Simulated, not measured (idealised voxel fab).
The following is a process module called voxel self aligned contacts.
cross-section cut | 200 nm wide | cells 5 nm
When this document writes out a cross-section, it uses a grid of square cells and lists it as bands, beginning at the top and moving down, with a band standing for one or more rows of cells.
Heads up on the band format: heights come first, top then bottom, in nm. After that it's the materials left to right, each with its width in nm. A single material flagged "everywhere" fills the whole band edge to edge, and "empty" means there's empty space there.
The level at which height equals 0 is the one under which the wafer, as it arrives, is entirely one material. No lower edge exists for the bottom band, which continues downward and is notated as in "0..down".
The width entry "30..40" should be interpreted row by row: the top row of cells in the band takes the first number, the bottom row takes the second number, and the change between adjacent rows is uniform throughout.
"nothing changed" (step): cross-section cells unchanged, all of them.
"Entrapped voids" specifies each empty space that is not open to the top and that occupies no fewer than 8 cells, using the form width x height at distance, the distance measured from the left edge and all three quantities in nm.
It should be noted that, on the line of a given step, the content following the step's settings is a remark produced by the simulator itself with respect to that step.
When a step includes a mask, the "overlay nm" setting on its line states how far to the right of its planned place that mask lay, and negative values state how far to the left.

The planned process steps are enumerated hereunder:
1,RECEIVE, material Si
2,CONFORMAL_DEP, material SiO2, thk nm 5
3,DIRECTIONAL_DEP, material polySi, thk nm 10
4,DIRECTIONAL_DEP, material SiN, thk nm 20
5,PATTERN, tone cover, mask id GATE, material resist, width nm 35, pitch nm 70, thk nm 20, overlay nm 0
6,DIRECTIONAL_ETCH, etch materials SiN, depth nm 20
7,DIRECTIONAL_ETCH, etch materials polySi, depth nm 20
8,STRIP, etch materials resist
9,CONFORMAL_DEP, material SiN, thk nm 5
10,DIRECTIONAL_ETCH, etch materials SiN, depth nm 5
11,FILL_DEP, material SiO2, thk nm 20
12,CMP, height nm 55
13,MASKED_ETCH, tone open, mask id CONTACT, width nm 55, etch materials SiO2, depth nm 55, overlay nm 0
14,CONFORMAL_DEP, material TiN, thk nm 5
15,FILL_DEP, material Ru, thk nm 5
16,CMP, height nm 55
17,CONFORMAL_DEP, material SiN, thk nm 5
It is noted that the wafers described herein are identical at the outset and are distinguished by the thk nm of step 3; the value stated in the plan corresponds to the first wafer.

After step 1, as received: first of several wafers, cross-section:
0..down = Si everywhere
Entrapped voids: none

End of the module, past its last step, step 17: how the first of several wafers looks in cross-section:
60..55 = SiN everywhere
55..40 = SiO2: 70, TiN: 5, Ru: 45, TiN: 5, SiO2: 75
40..35 = SiO2: 70, TiN: 20, Ru: 15, TiN: 20, SiO2: 75
35..15 = SiO2: 40, SiN: 45, TiN: 5, Ru: 15, TiN: 5, SiN: 45, SiO2: 45
15..5 = SiO2: 40, SiN: 5, polySi: 35, SiN: 5, TiN: 5, Ru: 15, TiN: 5, SiN: 5, polySi: 35, SiN: 5, SiO2: 45
5..0 = SiO2: 85, TiN: 25, SiO2: 90
0..down = Si everywhere
Entrapped voids: none

Last wafer of the set, cross-sectioned at end of module:
60..55 = SiN everywhere
55..40 = SiO2: 40, SiN: 45, TiN: 5, Ru: 15, TiN: 5, SiN: 45, SiO2: 45
40..25 = SiO2: 40, SiN: 5, polySi: 35, SiN: 5, TiN: 5, Ru: 15, TiN: 5, SiN: 5, polySi: 35, SiN: 5, SiO2: 45
25..20 = SiO2: 40, SiN: 5, polySi: 35, SiN: 5, TiN: 25, SiN: 5, polySi: 35, SiN: 5, SiO2: 45
20..5 = polySi everywhere
5..0 = SiO2 everywhere
0..down = Si everywhere
Entrapped voids: none

Where each wafer stands at the end of the module, a row apiece: cells of each material gained (+) or lost (-) since it was received, then closed voids:
thk nm 10, +48 Ru, +120 SiN, +253 SiO2, +31 TiN, +28 polySi, Entrapped voids: none
thk nm 15, +42 Ru, +124 SiN, +241 SiO2, +31 TiN, +42 polySi, Entrapped voids: none
thk nm 20, +36 Ru, +128 SiN, +229 SiO2, +31 TiN, +56 polySi, Entrapped voids: none
thk nm 25, +24 Ru, +128 SiN, +205 SiO2, +27 TiN, +96 polySi, Entrapped voids: none
thk nm 30, +21 Ru, +128 SiN, +176 SiO2, +19 TiN, +136 polySi, Entrapped voids: none
thk nm 35, +18 Ru, +110 SiN, +159 SiO2, +17 TiN, +176 polySi, Entrapped voids: none
